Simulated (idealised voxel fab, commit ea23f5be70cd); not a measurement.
Process module under the name voxel quadruple lines
cross-section cut | 285 nm wide | cells 5 nm
Bands, listed from the top down, are how a cross-section gets written in this document; the cross-section itself is a grid of square cells, and a band is one or more rows of them.
Top, bottom (nm), then materials left to right with widths (nm); lone material tagged "all across" fills the whole band edge to edge; "empty" = empty space.
It should be noted that heights are counted from 0, beneath which the wafer as supplied is of one material throughout, and that the lowest band possesses no lower boundary but continues downward, as written in "from 0 down".
The width entry "30..40" should be interpreted row by row: the top row of cells in the band takes the first number, the bottom row takes the second number, and the change between adjacent rows is uniform throughout.
You'll sometimes find "nothing altered" written for a step, and that's the way of saying that nowhere in the cross-section did a cell change during that step.
Each empty space that has no open way to the top and spans at least 8 cells appears under "Unvented voids" as width x height at distance, the distance counted from the left edge, all in nm.
Anything after a step's settings on that line? It's the simulator's own note about the step.
The setting "overlay nm" may be written on the line of a step. When the step uses a mask, the value reports how far to the right of the planned place the mask lay, and a negative value reports that it lay to the left.
**Here's what the planned process steps look like**
1: RECEIVE | material Si
2: CONFORMAL_DEP | material SiO2 | thk nm 10
3: DIRECTIONAL_DEP | material W | thk nm 10
4: DIRECTIONAL_DEP | material polySi | thk nm 20
5: DIRECTIONAL_DEP | material aC | thk nm 20
6: PATTERN | tone cover | mask id MANDREL | material resist | width nm 20 | pitch nm 80 | thk nm 25 | overlay nm 0
7: DIRECTIONAL_ETCH | etch materials aC | depth nm 20
8: STRIP | etch materials resist
9: CONFORMAL_DEP | material SiO2 | thk nm 10
10: DIRECTIONAL_ETCH | etch materials SiO2 | depth nm 10
11: STRIP | etch materials aC
12: DIRECTIONAL_ETCH | etch materials polySi | depth nm 20
13: STRIP | etch materials SiO2
14: CONFORMAL_DEP | material SiCN | thk nm 10
15: DIRECTIONAL_ETCH | etch materials SiCN | depth nm 10
16: STRIP | etch materials polySi
17: DIRECTIONAL_ETCH | etch materials W | depth nm 10
18: STRIP | etch materials SiCN
Quick note for whoever runs this: the wafers start identical, but the width nm at step 6 isn't the same across them. The plan just shows what the first wafer had.
**The as-received cross-section of the first of several wafers corresponds to the state after step 1**
  from 0 down | Si all across
  Unvented voids: none
**Last step of the module is step 18; after it, the first of several wafers in cross-section**
  from 20 to 10 | 70 nm empty; 10 nm W; 10 nm empty; 20 nm W; 10 nm empty; 10 nm W; 20 nm empty; 10 nm W; 10 nm empty; 20 nm W; 10 nm empty; 10 nm W; 75 nm empty
  from 10 to 0 | SiO2 all across
  from 0 down | Si all across
  Unvented voids: none
**last wafer at the end**
  from 20 to 10 | 60 nm empty; 10 nm W; 10 nm empty; 10 nm W; 25 nm empty; 10 nm W; 10 nm empty; 15 nm W; 10 nm empty; 10 nm W; 25 nm empty; 10 nm W; 10 nm empty; 10 nm W; 60 nm empty
  from 10 to 0 | SiO2 all across
  from 0 down | Si all across
  Unvented voids: none
**Wafer rows, end of module: cells per material gained (+) or lost (-) since receipt; closed voids last**
width nm 20, +114 SiO2, +32 W, Unvented voids: none
width nm 25, +114 SiO2, +32 W, Unvented voids: none
width nm 30, +114 SiO2, +32 W, Unvented voids: none
width nm 35, +114 SiO2, +32 W, Unvented voids: none
width nm 40, +114 SiO2, +32 W, Unvented voids: none
width nm 45, +114 SiO2, +30 W, Unvented voids: none
